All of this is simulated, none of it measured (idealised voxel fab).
The process module presented herein is designated voxel capacitor over wiring.
For reference, the cross-section in this document is cut, with width 300 nm and square cells of 5 nm.
This document writes a cross-section as a grid whose cells are square, and gives it as bands, listed from the top down; one or more rows of cells form a band. This entry defines a band. It first specifies the height of the band's top and the height of its bottom in nm, and then specifies the band's materials from left to right, stating each material with its width in nm. The word "all across" identifies a single material that fills the band from edge to edge, while the word "blank" identifies empty space. A quick word on heights: they are counted from 0, and under that level the wafer as it came to us is one material throughout. The lowest band is different from the rest in having no bottom; it simply continues downward, written as in "from 0 down". The two numbers in a width such as "30 to 40" mark its ends across the band: the first belongs to the top row of cells, the second to the bottom row, and from each row to the next the width moves by the same amount. Where the words "changes: none" appear for a step, the cross-section shows no cell changed by that step; every cell remained as before. "Unvented voids": empty spaces of 8 cells or more with no open way to the top, each given as width x height at distance, distance from the left edge, all in nm. The remark found on a step's line after its settings is issued by the simulator itself and pertains to that step. If you see "overlay nm" on a step's line and that step has a mask, it's telling you how far right of where it was planned the mask ended up; a negative number means it went left instead.
HERE'S WHAT THE PLANNED PROCESS STEPS LOOK LIKE
step 1: RECEIVE | material Si
step 2: CONFORMAL_DEP | material SiO2 | thk nm 10
step 3: DIRECTIONAL_DEP | material TiN | thk nm 5
step 4: DIRECTIONAL_DEP | material W | thk nm 25
step 5: PATTERN | tone cover | mask id METAL_1 | material resist | width nm 20 | pitch nm 85 | thk nm 20 | overlay nm 0
step 6: DIRECTIONAL_ETCH | etch materials W | depth nm 25
step 7: DIRECTIONAL_ETCH | etch materials TiN | depth nm 5
step 8: STRIP | etch materials resist
step 9: FILL_DEP | material SiO2 | thk nm 10
step 10: CMP | height nm 40
step 11: CONFORMAL_DEP | material SiCN | thk nm 5
step 12: DIRECTIONAL_DEP | material SiO2 | thk nm 20
step 13: DIRECTIONAL_DEP | material aC | thk nm 15
step 14: PATTERN | tone open | mask id PLUG_1 | material resist | width nm 15 | thk nm 35 | overlay nm 0
step 15: DIRECTIONAL_ETCH | etch materials aC | depth nm 15
step 16: STRIP | etch materials resist
step 17: DIRECTIONAL_ETCH | etch materials SiO2 | depth nm 20
step 18: DIRECTIONAL_ETCH | etch materials SiCN | depth nm 5
step 19: STRIP | etch materials aC
step 20: CONFORMAL_DEP | material TiN | thk nm 5
step 21: FILL_DEP | material Cu | thk nm 10
step 22: CMP | height nm 65
step 23: DIRECTIONAL_DEP | material TiN | thk nm 10
step 24: DIRECTIONAL_DEP | material Al2O3 | thk nm 5
step 25: DIRECTIONAL_DEP | material TiN | thk nm 5
step 26: DIRECTIONAL_DEP | material aC | thk nm 10
step 27: PATTERN | tone cover | mask id UPPER_PLATE | material resist | width nm 70 | thk nm 30 | overlay nm 0
step 28: DIRECTIONAL_ETCH | etch materials aC | depth nm 10
step 29: STRIP | etch materials resist
step 30: DIRECTIONAL_ETCH | etch materials TiN | depth nm 5
step 31: DIRECTIONAL_ETCH | etch materials Al2O3 | depth nm 5
step 32: STRIP | etch materials aC
step 33: DIRECTIONAL_DEP | material aC | thk nm 10
step 34: PATTERN | tone cover | mask id LOWER_PLATE | material resist | width nm 80 | thk nm 30 | overlay nm 0
step 35: DIRECTIONAL_ETCH | etch materials aC | depth nm 10
step 36: STRIP | etch materials resist
step 37: DIRECTIONAL_ETCH | etch materials TiN | depth nm 10
step 38: STRIP | etch materials aC
step 39: FILL_DEP | material SiO2 | thk nm 20
step 40: CMP | height nm 100
step 41: PATTERN | tone open | mask id PLUG_2 | material resist | width nm 15 | thk nm 15 | overlay nm 0
step 42: DIRECTIONAL_ETCH | etch materials SiO2 | depth nm 15
step 43: STRIP | etch materials resist
step 44: CONFORMAL_DEP | material TiN | thk nm 5
step 45: FILL_DEP | material W | thk nm 10
step 46: CMP | height nm 100
step 47: CONFORMAL_DEP | material SiCN | thk nm 5
AS-RECEIVED STATE OF THE WAFER IN CROSS-SECTION, EQUIVALENT TO POST-STEP 1
* from 0 down: Si all across
* Unvented voids: none
RESULT OF THE MODULE, CROSS-SECTIONED: START PER ABOVE, PLAN PER ABOVE, ONE ERROR IN HOW IT WAS RUN
* from 105 to 100: SiCN all across
* from 100 to 90: SiO2=110 | TiN=5 | W=5 | TiN=5 | SiO2=175
* from 90 to 80: SiO2=110 to 100 | TiN=15 to 65 | SiO2=175 to 135
* from 80 to 75: SiO2=100 | Al2O3=70 | SiO2=130
* from 75 to 65: SiO2=85 | TiN=85 | SiO2=130
* from 65 to 45: SiO2=100 | TiN=5 | Cu=5 | TiN=5 | SiO2=185
* from 45 to 40: SiCN=100 | TiN=15 | SiCN=185
* from 40 to 15: SiO2=95 | W=20 | SiO2=65 | W=20 | SiO2=100
* from 15 to 10: SiO2=95 | TiN=20 | SiO2=65 | TiN=20 | SiO2=100
* from 10 to 0: SiO2 all across
* from 0 down: Si all across
* Unvented voids: none
Finding, execution versus plan: it should be noted that step 34 was executed with settings other than those planned, the operation and settings actually applied being PATTERN | tone cover | mask id LOWER_PLATE | material resist | width nm 80 | thk nm 30 | overlay nm -10
